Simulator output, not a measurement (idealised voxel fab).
This is a process module. Its name is voxel air gaps.
Cross-sectional view cut (width: 280 nm; square cell size: 5 nm).
Just so we're on the same page, the cross-sections are grids of square cells, and they're listed out in bands top to bottom, each band one or more rows deep. Per band: top height and bottom height in nm, followed by the left-to-right materials and their widths in nm; "throughout" marks a single material spanning edge to edge, "blank" marks empty space. We count height from 0. Below that, the starting wafer is all one material. The lowest band never ends at the bottom but goes on down; see "from 0 down" for how that is written. Note: "30..40" means the width goes from the first number (top row of the band) to the second number (bottom row) in equal steps per row of cells. The cross-section has no changed cell in any step marked "nothing got changed". Voids not open to the top, 8 cells minimum: see "Voids lacking openings". Written width x height at distance; distance is from the left edge; nm. What comes after the settings on a step's line is commentary from the simulator itself on that step. overlay nm: for a step with a mask, the amount by which the mask lay right of where it was planned; a negative amount means left of it.
[Listed below are the process steps as planned]
1: RECEIVE,material Si
2: CONFORMAL_DEP,material SiO2,thk nm 10
3: CONFORMAL_DEP,material SiCN,thk nm 5
4: DIRECTIONAL_DEP,material lowk,thk nm 35
5: MASKED_ETCH,tone open,mask id LINES,width nm 15,pitch nm 40,etch materials lowk,depth nm 35,overlay nm 0
6: CONFORMAL_DEP,material TiN,thk nm 5
7: FILL_DEP,material W,thk nm 10
8: CMP,height nm 50
9: EPI,material Ru,thk nm 10
10: SELECTIVE_ETCH,etch materials lowk,depth nm 45
11: CONFORMAL_DEP,material SiCN,thk nm 5
[Cross-section of the incoming wafer, state after step 1]
> from 0 down: Si throughout
> Voids lacking openings: none
[First of two wafers, end-of-module section, run followed plan]
> from 65 to 60: blank 55 nm, then SiCN 165 nm, then blank 60 nm
> from 60 to 50: blank 55 nm, then SiCN 5 nm, then Ru 35 nm, then SiCN 5 nm, then Ru 35 nm, then SiCN 5 nm, then Ru 35 nm, then SiCN 5 nm, then Ru 35 nm, then SiCN 5 nm, then blank 60 nm
> from 50 to 45: blank 55 nm, then SiCN 15 nm, then TiN 5 nm, then W 5 nm, then TiN 5 nm, then SiCN 25 nm, then TiN 5 nm, then W 5 nm, then TiN 5 nm, then SiCN 25 nm, then TiN 5 nm, then W 5 nm, then TiN 5 nm, then SiCN 25 nm, then TiN 5 nm, then W 5 nm, then TiN 5 nm, then SiCN 15 nm, then blank 60 nm
> from 45 to 20: blank 65 nm, then SiCN 5 nm, then TiN 5 nm, then W 5 nm, then TiN 5 nm, then SiCN 5 nm, then blank 15 nm, then SiCN 5 nm, then TiN 5 nm, then W 5 nm, then TiN 5 nm, then SiCN 5 nm, then blank 15 nm, then SiCN 5 nm, then TiN 5 nm, then W 5 nm, then TiN 5 nm, then SiCN 5 nm, then blank 15 nm, then SiCN 5 nm, then TiN 5 nm, then W 5 nm, then TiN 5 nm, then SiCN 5 nm, then blank 70 nm
> from 20 to 15: SiCN 70 nm, then TiN 15 nm, then SiCN 25 nm, then TiN 15 nm, then SiCN 25 nm, then TiN 15 nm, then SiCN 25 nm, then TiN 15 nm, then SiCN 75 nm
> from 15 to 10: SiCN throughout
> from 10 to 0: SiO2 throughout
> from 0 down: Si throughout
> Voids lacking openings: 15 x 25 at 90; 15 x 25 at 130; 15 x 25 at 170
[Here is the second of the two wafers cut open at the end of the module - same start, same plan as the first one, but we made one mistake running it]
> from 65 to 60: SiCN throughout
> from 60 to 50: Ru throughout
> from 50 to 20: W 65 nm, then TiN 5 nm, then lowk 15 nm, then TiN 5 nm, then W 15 nm, then TiN 5 nm, then lowk 15 nm, then TiN 5 nm, then W 15 nm, then TiN 5 nm, then lowk 15 nm, then TiN 5 nm, then W 15 nm, then TiN 5 nm, then lowk 15 nm, then TiN 5 nm, then W 70 nm
> from 20 to 15: TiN 70 nm, then lowk 15 nm, then TiN 25 nm, then lowk 15 nm, then TiN 25 nm, then lowk 15 nm, then TiN 25 nm, then lowk 15 nm, then TiN 75 nm
> from 15 to 10: SiCN throughout
> from 10 to 0: SiO2 throughout
> from 0 down: Si throughout
> Voids lacking openings: none
Finding, execution versus plan: step 5, actual vs plan mismatch, actual run MASKED_ETCH,tone cover,mask id LINES,width nm 15,pitch nm 40,etch materials lowk,depth nm 35,overlay nm 0
Final wafer comparison in cells, second versus first, more or fewer per material: Ru +56, SiCN -92, TiN +32, W +192, lowk +84
Quick summary for you: first wafer finishes at 3 closed voids, second at 0.
